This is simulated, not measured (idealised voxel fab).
process module | voxel spacer lines
cross-section cut | 175 nm wide | cells 5 nm
A cross-section is a grid of square cells, given in bands from the top down. A band is one or more rows of cells.
Each band's line starts with the height of the band's top and of its bottom, in nm. Then come its materials from left to right, each with its width in nm. One material with "throughout" fills the band from edge to edge. "air" is empty space.
Height 0 is the level under which the wafer as received is all one material. The lowest band goes on downwards, as in "0 down".
A width such as "30 to 40" changes by the same amount from each row of cells to the next, from the band's top row to its bottom row.
"no change" after a step means that no cell of the cross-section changed.
closed voids: empty space of 8 cells or more with no open way to the top, each as width x height at its distance from the left edge, in nm
after a step's settings: what the simulator itself notes on the step
overlay nm, on a step with a mask: how far to the right of its planned place the mask lay; to the left if negative
plan
1 op RECEIVE | material Si
2 op CONFORMAL_DEP | material Al2O3 | thk nm 5
3 op DIRECTIONAL_DEP | material SiN | thk nm 10
4 op DIRECTIONAL_DEP | material polySi | thk nm 30
5 op PATTERN | tone cover | mask id MANDREL | material resist | width nm 15 | pitch nm 50 | thk nm 35 | overlay nm 0
6 op DIRECTIONAL_ETCH | etch materials polySi | depth nm 30
7 op STRIP | etch materials resist
8 op CONFORMAL_DEP | material SiO2 | thk nm 10
9 op DIRECTIONAL_ETCH | etch materials SiO2 | depth nm 10
10 op STRIP | etch materials polySi
11 op DIRECTIONAL_ETCH | etch materials SiN | depth nm 10
12 op STRIP | etch materials SiO2
13 op FILL_DEP | material SiO2 | thk nm 5
14 op CMP | height nm 15
as received, after step 1
  0 down: Si throughout
  closed voids: none
first wafer at the end, as planned
  15 to 5: SiO2 45 | SiN 10 | SiO2 15 | SiN 10 | SiO2 15 | SiN 10 | SiO2 15 | SiN 10 | SiO2 45
  5 to 0: Al2O3 throughout
  0 down: Si throughout
  closed voids: none
second wafer at the end: like start, like plan, one mistake
  15 to 5: SiO2 50 | SiN 5 | SiO2 15 | SiN 5 | SiO2 25 | SiN 5 | SiO2 15 | SiN 5 | SiO2 50
  5 to 0: Al2O3 throughout
  0 down: Si throughout
  closed voids: none
what went wrong: step 8 ran as: op CONFORMAL_DEP | material SiO2 | thk nm 5
at the end the second wafer has, in cells: 8 fewer of SiN | 8 more of SiO2
